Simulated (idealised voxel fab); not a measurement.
process module | voxel transistor to metal
cross-section cut | 205 nm wide | cells 5 nm
A cross-section is a grid of square cells, given in bands from the top down. A band is one or more rows of cells.
Each band's line starts with the height of the band's top and of its bottom, in nm. Then come its materials from left to right, each with its width in nm. One material with "throughout" fills the band from edge to edge. "air" is empty space.
Height 0 is the level under which the wafer as received is all one material. The lowest band goes on downwards, as in "0 down".
A width such as "30 to 40" changes by the same amount from each row of cells to the next, from the band's top row to its bottom row.
"no change" after a step means that no cell of the cross-section changed.
closed voids: empty space of 8 cells or more with no open way to the top, each as width x height at its distance from the left edge, in nm
after a step's settings: what the simulator itself notes on the step
overlay nm, on a step with a mask: how far to the right of its planned place the mask lay; to the left if negative
plan
1 op RECEIVE | material Si
2 op CONFORMAL_DEP | material SiO2 | thk nm 5
3 op CONFORMAL_DEP | material SiN | thk nm 15
4 op PATTERN | tone cover | mask id ACTIVE | material resist | width nm 115 | thk nm 15 | overlay nm 0
5 op DIRECTIONAL_ETCH | etch materials SiN | depth nm 15
6 op DIRECTIONAL_ETCH | etch materials SiO2 | depth nm 5
7 op DIRECTIONAL_ETCH | etch materials Si | depth nm 35
8 op STRIP | etch materials resist
9 op OXIDIZE | depth nm 5
10 op FILL_DEP | material SiO2 | thk nm 5
11 op CMP | height nm 20
12 op SELECTIVE_ETCH | etch materials SiO2 | depth nm 10
13 op STRIP | etch materials SiN
14 op SELECTIVE_ETCH | etch materials SiO2 | depth nm 5
15 op OXIDIZE | depth nm 5
16 op DIRECTIONAL_DEP | material polySi | thk nm 20
17 op DIRECTIONAL_DEP | material SiCN | thk nm 15
18 op PATTERN | tone cover | mask id GATE | material resist | width nm 35 | thk nm 15 | overlay nm 0
19 op DIRECTIONAL_ETCH | etch materials SiCN | depth nm 25
20 op DIRECTIONAL_ETCH | etch materials polySi | depth nm 30
21 op STRIP | etch materials resist
22 op CONFORMAL_DEP | material SiN | thk nm 5
23 op DIRECTIONAL_ETCH | etch materials SiN | depth nm 5
24 op DIRECTIONAL_ETCH | etch materials SiO2 | depth nm 5
25 op DIRECTIONAL_ETCH | etch materials Si | depth nm 5
26 op EPI | material nSi | thk nm 10
27 op FILL_DEP | material SiO2 | thk nm 10
28 op CMP | height nm 20
29 op STRIP | etch materials polySi
30 op SELECTIVE_ETCH | etch materials SiO2 | depth nm 5
31 op CONFORMAL_DEP | material HfO2 | thk nm 5
32 op CONFORMAL_DEP | material TiN | thk nm 5
33 op FILL_DEP | material W | thk nm 5
34 op CMP | height nm 15
35 op DIRECTIONAL_DEP | material SiO2 | thk nm 10
36 op MASKED_ETCH | tone open | mask id CONTACT | width nm 20 | pitch nm 85 | etch materials SiO2 | depth nm 25 | overlay nm 0
37 op CONFORMAL_DEP | material TiN | thk nm 5
38 op FILL_DEP | material Ru | thk nm 5
39 op CMP | height nm 25
40 op CONFORMAL_DEP | material SiCN | thk nm 5
41 op DIRECTIONAL_DEP | material lowk | thk nm 25
42 op MASKED_ETCH | tone open | mask id METAL_1 | width nm 20 | pitch nm 85 | etch materials lowk | depth nm 25 | overlay nm 0
43 op MASKED_ETCH | tone open | mask id METAL_1 | width nm 20 | pitch nm 85 | etch materials SiCN | depth nm 5 | overlay nm 0
44 op CONFORMAL_DEP | material TiN | thk nm 5
45 op FILL_DEP | material Cu | thk nm 5
46 op CMP | height nm 55
47 op CONFORMAL_DEP | material SiCN | thk nm 5
48 op DIRECTIONAL_DEP | material lowk | thk nm 30
49 op DIRECTIONAL_DEP | material aC | thk nm 10
50 op PATTERN | tone open | mask id METAL_2_HOLES | material resist | width nm 15 | pitch nm 85 | thk nm 25 | overlay nm 0
51 op DIRECTIONAL_ETCH | etch materials aC | depth nm 10
52 op STRIP | etch materials resist
53 op DIRECTIONAL_ETCH | etch materials lowk | depth nm 30
54 op STRIP | etch materials aC
55 op DIRECTIONAL_DEP | material aC | thk nm 10
56 op PATTERN | tone open | mask id METAL_2 | material resist | width nm 20 | pitch nm 85 | thk nm 25 | overlay nm 0
57 op DIRECTIONAL_ETCH | etch materials aC | depth nm 10
58 op STRIP | etch materials resist
59 op DIRECTIONAL_ETCH | etch materials lowk | depth nm 15
60 op DIRECTIONAL_ETCH | etch materials SiCN | depth nm 5
61 op STRIP | etch materials aC
62 op CONFORMAL_DEP | material TiN | thk nm 5
63 op FILL_DEP | material Cu | thk nm 5
64 op CMP | height nm 90
65 op CONFORMAL_DEP | material SiN | thk nm 5
as received, after step 1
  0 down: Si throughout
  closed voids: none
first wafer at the end, as planned
  95 to 90: SiN throughout
  90 to 80: lowk 50 | TiN 5 | Cu 10 | TiN 5 | lowk 65 | TiN 5 | Cu 10 | TiN 5 | lowk 50
  80 to 75: lowk 50 | TiN 5 | Cu 5 | TiN 10 | lowk 65 | TiN 5 | Cu 5 | TiN 10 | lowk 50
  75 to 60: lowk 50 | TiN 5 | Cu 5 | TiN 5 | lowk 70 | TiN 5 | Cu 5 | TiN 5 | lowk 55
  60 to 55: SiCN 50 | TiN 15 | SiCN 70 | TiN 15 | SiCN 55
  55 to 30: lowk 50 | TiN 5 | Cu 10 | TiN 5 | lowk 65 | TiN 5 | Cu 10 | TiN 5 | lowk 50
  30 to 25: SiCN 50 | TiN 20 | SiCN 65 | TiN 20 | SiCN 50
  25 to 15: SiO2 50 | TiN 5 | Ru 10 | TiN 5 | SiO2 65 | TiN 5 | Ru 10 | TiN 5 | SiO2 50
  15 to 5: SiO2 50 | TiN 5 | Ru 10 | TiN 5 | SiO2 10 | SiN 5 | HfO2 5 | TiN 5 | W 15 | TiN 5 | HfO2 5 | SiN 5 | SiO2 10 | TiN 5 | Ru 10 | TiN 5 | SiO2 50
  5 to 0: SiO2 40 | SiN 5 | SiO2 5 | TiN 20 | nSi 10 | SiN 5 | HfO2 5 | TiN 25 | HfO2 5 | SiN 5 | nSi 10 | TiN 20 | SiO2 5 | SiN 5 | SiO2 40
  0 to -5: SiO2 45 | nSi 35 | HfO2 45 | nSi 35 | SiO2 45
  -5 to -10: SiO2 50 | nSi 30 | Si 45 | nSi 30 | SiO2 50
  -10 to -40: SiO2 50 | Si 105 | SiO2 50
  -40 down: Si throughout
  closed voids: none
second wafer at the end: like start, like plan, one mistake
  95 to 90: SiN throughout
  90 to 80: lowk 50 | TiN 5 | Cu 10 | TiN 5 | lowk 65 | TiN 5 | Cu 10 | TiN 5 | lowk 50
  80 to 75: lowk 50 | TiN 5 | Cu 5 | TiN 10 | lowk 65 | TiN 5 | Cu 5 | TiN 10 | lowk 50
  75 to 60: lowk 50 | TiN 5 | Cu 5 | TiN 5 | lowk 70 | TiN 5 | Cu 5 | TiN 5 | lowk 55
  60 to 55: SiCN 50 | TiN 15 | SiCN 70 | TiN 15 | SiCN 55
  55 to 30: lowk 50 | TiN 5 | Cu 10 | TiN 5 | lowk 65 | TiN 5 | Cu 10 | TiN 5 | lowk 50
  30 to 25: SiCN 50 | TiN 20 | SiCN 65 | TiN 20 | SiCN 50
  25 to 20: Ru 45 | TiN 5 | SiO2 20 | TiN 5 | Ru 55 | TiN 5 | SiO2 20 | TiN 5 | Ru 45
  20 to 15: Ru 45 | TiN 5 | SiO2 20 | TiN 65 | SiO2 20 | TiN 5 | Ru 45
  15 to 5: Ru 45 to 35 | TiN 5 to 15 | SiO2 20 | TiN 10 | SiN 5 | HfO2 5 | TiN 5 | W 15 | TiN 5 | HfO2 5 | SiN 5 | TiN 10 | SiO2 20 | TiN 5 to 15 | Ru 45 to 35
  5 to 0: TiN 40 | SiN 5 | TiN 5 | SiO2 20 | nSi 10 | SiN 5 | HfO2 5 | TiN 25 | HfO2 5 | SiN 5 | nSi 10 | SiO2 20 | TiN 5 | SiN 5 | TiN 40
  0 to -5: SiO2 45 | nSi 35 | HfO2 45 | nSi 35 | SiO2 45
  -5 to -10: SiO2 50 | nSi 30 | Si 45 | nSi 30 | SiO2 50
  -10 to -40: SiO2 50 | Si 105 | SiO2 50
  -40 down: Si throughout
  closed voids: none
what went wrong: step 36 ran as: op MASKED_ETCH | tone cover | mask id CONTACT | width nm 20 | pitch nm 85 | etch materials SiO2 | depth nm 25 | overlay nm 0
at the end the second wafer has, in cells: 63 more of Ru | 92 fewer of SiO2 | 29 more of TiN
